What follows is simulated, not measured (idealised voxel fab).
voxel self aligned vias: a process module
The cross-section on display is named cut; it measures 175 nm wide, and its cells are 5 nm squares.
This document writes a cross-section as a grid whose cells are square, and gives it as bands, listed from the top down; one or more rows of cells form a band.
Read a band's entry like this: the first values are the height of its top and the height of its bottom in nm, and what follows is the sequence of materials from left to right, each with its width in nm. Note that "air" is empty space, and that a single material marked "all across" reaches across the band from edge to edge.
Height datum 0, below which the as-received substrate wafer is one material. Lowest band open at the bottom, running downward: "0 -> down".
Quick explanation for "30 to 40": the width changes in equal steps down the rows of cells, from the first number in the band's top row to the second number in its bottom row.
The designation "no alterations made", where it is given for a processing step, indicates that no cell of the cross-section was altered in the course of that step.
Closed-off voids of 8+ cells (no open route to the top) go in "Trapped voids", written width x height at distance from the left edge, in nm.
Note: text after step settings on the step line = simulator remark on that step.
overlay nm: mask right of planned place by this much (step with mask). Neg. = left.

The steps planned for the process are as follows:
| 1 | RECEIVE [material Si] |
| 2 | CONFORMAL_DEP [material SiO2] [thk nm 15] |
| 3 | CONFORMAL_DEP [material SiCN] [thk nm 5] |
| 4 | DIRECTIONAL_DEP [material lowk] [thk nm 30] |
| 5 | DIRECTIONAL_DEP [material aC] [thk nm 15] |
| 6 | PATTERN [tone open] [mask id LINES] [material resist] [width nm 25] [pitch nm 65] [thk nm 35] [overlay nm 0] |
| 7 | DIRECTIONAL_ETCH [etch materials aC] [depth nm 15] |
| 8 | STRIP [etch materials resist] |
| 9 | DIRECTIONAL_ETCH [etch materials lowk] [depth nm 30] |
| 10 | STRIP [etch materials aC] |
| 11 | CONFORMAL_DEP [material TiN] [thk nm 5] |
| 12 | FILL_DEP [material W] [thk nm 5] |
| 13 | CMP [height nm 50] |
| 14 | SELECTIVE_ETCH [etch materials W Ru TiN] [depth nm 10] |
| 15 | FILL_DEP [material SiN] [thk nm 10] |
| 16 | CMP [height nm 50] |
| 17 | DIRECTIONAL_DEP [material lowk] [thk nm 20] |
| 18 | DIRECTIONAL_DEP [material aC] [thk nm 10] |
| 19 | PATTERN [tone open] [mask id VIAS] [material resist] [width nm 25] [thk nm 30] [overlay nm 0] |
| 20 | DIRECTIONAL_ETCH [etch materials aC] [depth nm 10] |
| 21 | STRIP [etch materials resist] |
| 22 | DIRECTIONAL_ETCH [etch materials lowk] [depth nm 20] |
| 23 | DIRECTIONAL_ETCH [etch materials SiN] [depth nm 10] |
| 24 | STRIP [etch materials aC] |
| 25 | CONFORMAL_DEP [material TiN] [thk nm 5] |
| 26 | FILL_DEP [material W] [thk nm 10] |
| 27 | CMP [height nm 70] |
| 28 | CONFORMAL_DEP [material SiN] [thk nm 5] |
The plan shows the width nm of step 19 as the first wafer had it; this setting differs between the wafers, which start out alike.

Cross-section of the first of several wafers on receipt, reflecting completion of step 1:
	0 -> down  Si all across
	Trapped voids: none

First of several wafers, sectioned at end of module (last step: step 28):
	75 -> 70  SiN all across
	70 -> 50  40 of lowk, 5 of TiN, 15 of W, 5 of TiN, 110 of lowk
	50 -> 45  40 of lowk, 5 of TiN, 15 of W, 5 of TiN, 40 of lowk, 25 of SiN, 45 of lowk
	45 -> 40  40 of lowk, 25 of TiN, 40 of lowk, 25 of SiN, 45 of lowk
	40 -> 25  40 of lowk, 5 of TiN, 15 of W, 5 of TiN, 40 of lowk, 5 of TiN, 15 of W, 5 of TiN, 45 of lowk
	25 -> 20  40 of lowk, 25 of TiN, 40 of lowk, 25 of TiN, 45 of lowk
	20 -> 15  SiCN all across
	15 -> 0  SiO2 all across
	0 -> down  Si all across
	Trapped voids: none

Cross-section of the final wafer among several, taken at the end of the module:
	75 -> 70  SiN all across
	70 -> 55  30 of lowk, 5 of TiN, 40 of W, 5 of TiN, 95 of lowk
	55 -> 50  30 of lowk, 15 of TiN, 15 of W, 20 of TiN, 95 of lowk
	50 -> 45  40 of lowk, 5 of TiN, 15 of W, 5 of TiN, 40 of lowk, 25 of SiN, 45 of lowk
	45 -> 40  40 of lowk, 25 of TiN, 40 of lowk, 25 of SiN, 45 of lowk
	40 -> 25  40 of lowk, 5 of TiN, 15 of W, 5 of TiN, 40 of lowk, 5 of TiN, 15 of W, 5 of TiN, 45 of lowk
	25 -> 20  40 of lowk, 25 of TiN, 40 of lowk, 25 of TiN, 45 of lowk
	20 -> 15  SiCN all across
	15 -> 0  SiO2 all across
	0 -> down  Si all across
	Trapped voids: none

Per wafer, end of module: cells gained (+) or lost (-) per material since receipt, then closed voids:
width nm 25; +35 SiCN; +45 SiN; +105 SiO2; +37 TiN; +33 W; +270 lowk; Trapped voids: none
width nm 30; +35 SiCN; +45 SiN; +105 SiO2; +38 TiN; +36 W; +266 lowk; Trapped voids: none
width nm 35; +35 SiCN; +45 SiN; +105 SiO2; +39 TiN; +39 W; +262 lowk; Trapped voids: none
width nm 40; +35 SiCN; +45 SiN; +105 SiO2; +40 TiN; +42 W; +258 lowk; Trapped voids: none
width nm 45; +35 SiCN; +45 SiN; +105 SiO2; +41 TiN; +45 W; +254 lowk; Trapped voids: none
width nm 50; +35 SiCN; +45 SiN; +105 SiO2; +42 TiN; +48 W; +250 lowk; Trapped voids: none
